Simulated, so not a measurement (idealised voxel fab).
The following process module bears the name voxel self aligned contacts.
FYI the section here is cut, 145 nm wide, cells are 5 nm squares.
In this document a cross-section is written as a grid of square cells. It is given as a series of bands, listed from the top down, and a band is one or more rows of cells.
Quick guide to a band line: top height, bottom height (nm) up front; then every material left to right with its width in nm. Only one material and it's marked "everywhere"? Then it fills the band edge to edge. And "blank" just means empty space.
Note: height 0 marks the level under which the wafer is uniformly one material as received. Lowest band unbounded below, written "top 0, no bottom".
A width given as "30 to 40" starts at the first number in the band's top row and ends at the second number in its bottom row, shifting by an equal amount at every step from row to row.
No cell of the cross-section changed in a step that is given as "nothing different".
This entry, "Closed internal cavities", enumerates those empty regions of no fewer than 8 cells that possess no open connection to the top. Each region is reported in the form width x height at distance, the distance being taken from the left edge, with all three quantities expressed in nm.
Where a step's line continues beyond its settings, the continuation is a remark by the simulator itself on that step.
"overlay nm" denotes, for a step that has a mask, the displacement of the mask to the right of its planned place, with negative values corresponding to the left.
-- Planned step list for the process
1 RECEIVE: material Si
2 CONFORMAL_DEP: material SiO2, thk nm 5
3 DIRECTIONAL_DEP: material polySi, thk nm 30
4 DIRECTIONAL_DEP: material SiN, thk nm 20
5 MASKED_ETCH: tone cover, mask id GATE, width nm 25, pitch nm 60, etch materials SiN, depth nm 20, overlay nm 0
6 MASKED_ETCH: tone cover, mask id GATE, width nm 25, pitch nm 60, etch materials polySi, depth nm 30, overlay nm 0
7 CONFORMAL_DEP: material SiN, thk nm 5
8 DIRECTIONAL_ETCH: etch materials SiN, depth nm 5
9 FILL_DEP: material SiO2, thk nm 20
10 CMP: height nm 65
11 DIRECTIONAL_DEP: material aC, thk nm 15
12 PATTERN: tone open, mask id CONTACT, material resist, width nm 45, thk nm 30, overlay nm 0
13 DIRECTIONAL_ETCH: etch materials aC, depth nm 15
14 STRIP: etch materials resist
15 DIRECTIONAL_ETCH: etch materials SiO2, depth nm 65
16 STRIP: etch materials aC
17 CONFORMAL_DEP: material TiN, thk nm 5
18 FILL_DEP: material Ru, thk nm 5
19 CMP: height nm 65
20 CONFORMAL_DEP: material SiN, thk nm 5
-- Cross-section: wafer on arrival = after step 1
top 0, no bottom = Si everywhere
Closed internal cavities: none
-- Starting structure and process plan are as shown above, but one mistake was made in running the module; the wafer cross-section at the end of the module follows
top 70, bottom 65 = SiN everywhere
top 65, bottom 55 = SiO2: 50 / TiN: 5 to 15 / Ru: 35 to 15 / TiN: 5 to 15 / SiO2: 50
top 55, bottom 45 = SiO2: 25 / SiN: 35 / TiN: 5 / Ru: 15 / TiN: 5 / SiN: 35 / SiO2: 25
top 45, bottom 40 = SiO2: 25 / SiN: 35 / TiN: 25 / SiN: 35 / SiO2: 25
top 40, bottom 35 = SiN everywhere
top 35, bottom 5 = polySi everywhere
top 5, bottom 0 = SiO2 everywhere
top 0, no bottom = Si everywhere
Closed internal cavities: none
Short version of what went wrong: step 5 ran with different settings than intended, the actual operation and settings being MASKED_ETCH: tone cover, mask id GATE, width nm 25, pitch nm 60, etch materials SiN, depth nm 15, overlay nm 0
